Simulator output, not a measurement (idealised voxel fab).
Process module in this document: voxel self aligned vias
Cross-section cut: width 210 nm, square cells of 5 nm.
A cross-section is written here as square cells arranged in a grid, and it is given in bands from the top down, each band taking up one or more rows of cells. Look at the band entry: it leads with the top's height and the bottom's height in nm. Then it lists the materials left to right, with a width in nm for each. The word "everywhere" on a single material says that material fills the band edge to edge. The word "blank" is empty space. Below 0: as-received wafer, all one material; heights counted from there. Lowest band: no bottom, goes on down, written "0..down". Width: "30..40" (first number = top row, second number = bottom row, same change from row to row of cells). Where the words "stayed the same" appear for a step, the cross-section shows no cell changed by that step; every cell remained as before. "Enclosed void listing" - sealed voids, min. 8 cells, no opening to top; format: width x height at distance (distance from left edge; nm throughout). It should be noted that, on the line of a given step, the content following the step's settings is a remark produced by the simulator itself with respect to that step. The line of a step may include "overlay nm". On a step with a mask, this value is how far to the right of its planned place the mask lay. A negative value means the mask lay to the left.
Process steps (planned)
1) RECEIVE | material Si
2) CONFORMAL_DEP | material SiO2 | thk nm 10
3) CONFORMAL_DEP | material SiCN | thk nm 5
4) DIRECTIONAL_DEP | material lowk | thk nm 25
5) PATTERN | tone open | mask id LINES | material resist | width nm 15 | pitch nm 55 | thk nm 15 | overlay nm 0
6) DIRECTIONAL_ETCH | etch materials lowk | depth nm 25
7) STRIP | etch materials resist
8) CONFORMAL_DEP | material TiN | thk nm 5
9) FILL_DEP | material Ru | thk nm 5
10) CMP | height nm 40
11) SELECTIVE_ETCH | etch materials W Ru TiN | depth nm 10
12) FILL_DEP | material SiN | thk nm 5
13) CMP | height nm 40
14) DIRECTIONAL_DEP | material lowk | thk nm 20
15) MASKED_ETCH | tone open | mask id VIAS | width nm 35 | pitch nm 55 | etch materials lowk | depth nm 20 | overlay nm 0
16) MASKED_ETCH | tone open | mask id VIAS | width nm 35 | pitch nm 55 | etch materials SiN | depth nm 10 | overlay nm 0
17) CONFORMAL_DEP | material TiN | thk nm 5
18) FILL_DEP | material Ru | thk nm 5
19) CMP | height nm 60
20) CONFORMAL_DEP | material SiN | thk nm 5
Every wafer here starts from the same state; it is the step 5 width nm that distinguishes them, and the value the plan gives belongs to the first wafer.
Cross-section of the first of several received wafers, showing its state after step 1
* 0..down  Si everywhere
* Enclosed void listing: none
Gained (+) or lost (-) cells of each material since receipt, then closed voids: one row per wafer, at the end of the module
width nm 15; +57 Ru; +42 SiCN; +42 SiN; +84 SiO2; +72 TiN; +249 lowk; Enclosed void listing: none
width nm 20; +69 Ru; +42 SiCN; +42 SiN; +84 SiO2; +75 TiN; +234 lowk; Enclosed void listing: none
width nm 25; +81 Ru; +42 SiCN; +42 SiN; +84 SiO2; +78 TiN; +219 lowk; Enclosed void listing: none
width nm 30; +93 Ru; +42 SiCN; +42 SiN; +84 SiO2; +81 TiN; +204 lowk; Enclosed void listing: none
width nm 35; +105 Ru; +42 SiCN; +42 SiN; +84 SiO2; +84 TiN; +189 lowk; Enclosed void listing: none
width nm 40; +111 Ru; +42 SiCN; +48 SiN; +84 SiO2; +87 TiN; +174 lowk; Enclosed void listing: none
